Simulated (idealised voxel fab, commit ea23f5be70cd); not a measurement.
The name of this process module is voxel capacitor over wiring.
Shown is cross-section cut, with a width of 180 nm and square cells of size 5 nm.
Think of the cross-section as a grid of square cells. We describe it in bands, top to bottom, and each band covers one or more rows of those cells.
Look at the band entry: it leads with the top's height and the bottom's height in nm. Then it lists the materials left to right, with a width in nm for each. The word "edge to edge" on a single material says that material fills the band edge to edge. The word "empty" is empty space.
Heights are measured from 0, the level below which the as-received wafer is all one material; the lowest band has no bottom and continues downward, written as in "0 nm and below".
Width: "30 to 40" (first number = top row, second number = bottom row, same change from row to row of cells).
It should be understood that the words "remained the same", when stated for a given step, signify that the cross-section underwent no change in any of its cells during that step.
"Voids, sealed": empty spaces of 8 cells or more with no open way to the top, each given as width x height at distance, distance from the left edge, all in nm.
Read whatever lies past the settings on a step's line as the simulator's own remark about the step.
overlay nm: mask offset rightward from planned place, masked step; negative means leftward offset.
Set out below are the planned steps of the process:
1) RECEIVE, material Si
2) CONFORMAL_DEP, material SiO2, thk nm 10
3) DIRECTIONAL_DEP, material TiN, thk nm 5
4) DIRECTIONAL_DEP, material Ru, thk nm 15
5) PATTERN, tone cover, mask id METAL_1, material resist, width nm 25, pitch nm 85, thk nm 20, overlay nm 0
6) DIRECTIONAL_ETCH, etch materials Ru, depth nm 15
7) DIRECTIONAL_ETCH, etch materials TiN, depth nm 5
8) STRIP, etch materials resist
9) CONFORMAL_DEP, material SiCN, thk nm 5
10) FILL_DEP, material SiO2, thk nm 10
11) CMP, height nm 30
12) CONFORMAL_DEP, material SiCN, thk nm 5
13) DIRECTIONAL_DEP, material SiO2, thk nm 15
14) DIRECTIONAL_DEP, material aC, thk nm 10
15) PATTERN, tone open, mask id PLUG_1, material resist, width nm 15, thk nm 25, overlay nm 0
16) DIRECTIONAL_ETCH, etch materials aC, depth nm 10
17) STRIP, etch materials resist
18) DIRECTIONAL_ETCH, etch materials SiO2, depth nm 15
19) DIRECTIONAL_ETCH, etch materials SiCN, depth nm 5
20) STRIP, etch materials aC
21) EPI, material Ru, thk nm 10
22) EPI, material Ru, thk nm 10
23) DIRECTIONAL_DEP, material TiN, thk nm 10
24) DIRECTIONAL_DEP, material SiN, thk nm 5
25) DIRECTIONAL_DEP, material TiN, thk nm 5
26) DIRECTIONAL_DEP, material aC, thk nm 15
27) PATTERN, tone cover, mask id UPPER_PLATE, material resist, width nm 65, thk nm 35, overlay nm 0
28) DIRECTIONAL_ETCH, etch materials aC, depth nm 15
29) STRIP, etch materials resist
30) DIRECTIONAL_ETCH, etch materials TiN, depth nm 5
31) DIRECTIONAL_ETCH, etch materials SiN, depth nm 5
32) STRIP, etch materials aC
33) PATTERN, tone cover, mask id LOWER_PLATE, material resist, width nm 75, thk nm 15, overlay nm 0
34) DIRECTIONAL_ETCH, etch materials TiN, depth nm 10
35) STRIP, etch materials resist
36) FILL_DEP, material SiO2, thk nm 15
37) CMP, height nm 80
38) MASKED_ETCH, tone open, mask id PLUG_2, width nm 15, etch materials SiO2, depth nm 10, overlay nm 0
39) CONFORMAL_DEP, material TiN, thk nm 5
40) FILL_DEP, material Cu, thk nm 10
41) CMP, height nm 80
42) CONFORMAL_DEP, material SiN, thk nm 5
Wafer at receipt (post step 1), cross-section:
> 0 nm and below: Si edge to edge
> Voids, sealed: none
Module complete, cross-section. Starting point and plan per above. One mistake made in running the module:
> 85 nm to 80 nm: SiN edge to edge
> 80 nm to 75 nm: SiO2=55, TiN=5, Cu=5, TiN=5, SiO2=110
> 75 nm to 65 nm: SiO2=55, TiN=15 to 60, SiO2=110 to 65
> 65 nm to 60 nm: SiO2=55, SiN=65, SiO2=60
> 60 nm to 50 nm: SiO2=40, TiN=80, SiO2=60
> 50 nm to 35 nm: SiO2=45, Ru=15, SiO2=120
> 35 nm to 30 nm: SiCN=45, Ru=15, SiCN=120
> 30 nm to 15 nm: SiO2=30, SiCN=5, Ru=25, SiCN=5, SiO2=50, SiCN=5, Ru=25, SiCN=5, SiO2=30
> 15 nm to 10 nm: SiCN=35, TiN=25, SiCN=60, TiN=25, SiCN=35
> 10 nm to 0 nm: SiO2 edge to edge
> 0 nm and below: Si edge to edge
> Voids, sealed: none
Heads up, the wafer didn't run the way we planned it: for step 27, the planned setting was not used; the step was instead run as PATTERN, tone cover, mask id UPPER_PLATE, material resist, width nm 65, thk nm 35, overlay nm 10
